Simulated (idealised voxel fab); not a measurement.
Name of the process module below: voxel spacer lines
We display cut, a cross-section 200 nm in width whose square cells are each 5 nm.
Square cells in a grid make up a cross-section in this document, and the grid is given as bands, listed from the top down, each one or more rows of cells. For a band, the entry starts with two heights in nm, that of the top and then that of the bottom, and carries on with the band's materials in order from left to right, each alongside its width in nm; the word "throughout" beside a single material means it fills the band edge to edge, and "air" means empty space. Note: height 0 marks the level under which the wafer is uniformly one material as received. Lowest band unbounded below, written "top 0, no bottom". Width "30->40": first value at the band's top row of cells, second value at its bottom row, equal change from row to row. "no alteration" means the step left every cell of the cross-section as it was. The entry "Sealed internal voids" lists the empty spaces that cover at least 8 cells and have no open path to the top. Each is written as width x height at distance, where the distance is measured from the left edge and all three values are in nm. Text after the settings on a step's line: the simulator's own remark on that step. What "overlay nm" on a step's line means: if the step has a mask, that mask lay this far to the right of its planned place, or, when the value is negative, to the left.
[Set out below are the planned steps of the process]
| 1 | RECEIVE (material Si) |
| 2 | CONFORMAL_DEP (material Al2O3; thk nm 10) |
| 3 | DIRECTIONAL_DEP (material W; thk nm 20) |
| 4 | DIRECTIONAL_DEP (material aC; thk nm 20) |
| 5 | PATTERN (tone cover; mask id MANDREL; material resist; width nm 20; pitch nm 60; thk nm 25; overlay nm 0) |
| 6 | DIRECTIONAL_ETCH (etch materials aC; depth nm 20) |
| 7 | STRIP (etch materials resist) |
| 8 | CONFORMAL_DEP (material SiN; thk nm 10) |
| 9 | DIRECTIONAL_ETCH (etch materials SiN; depth nm 10) |
| 10 | STRIP (etch materials aC) |
| 11 | DIRECTIONAL_ETCH (etch materials W; depth nm 20) |
| 12 | STRIP (etch materials SiN) |
[Cross-section of the wafer as it came to us, i.e., already through step 1]
> top 0, no bottom | Si throughout
> Sealed internal voids: none
[End-of-module XS, first of two wafers, run as planned]
> top 30, bottom 10 | air: 20 | W: 10 | air: 20 | W: 10 | air: 20 | W: 10 | air: 20 | W: 10 | air: 20 | W: 10 | air: 20 | W: 10 | air: 20
> top 10, bottom 0 | Al2O3 throughout
> top 0, no bottom | Si throughout
> Sealed internal voids: none
[Module end: cross-section of wafer two of two. Same start and process plan as the first wafer. One mistake during execution]
> top 30, bottom 20 | Al2O3 throughout
> top 20, bottom 0 | W throughout
> top 0, no bottom | Si throughout
> Sealed internal voids: none
Run error: deviation from plan: step 3 and step 2 executed in one another's positions
Materials where the second wafer ends with more or fewer cells than the first: +112 W
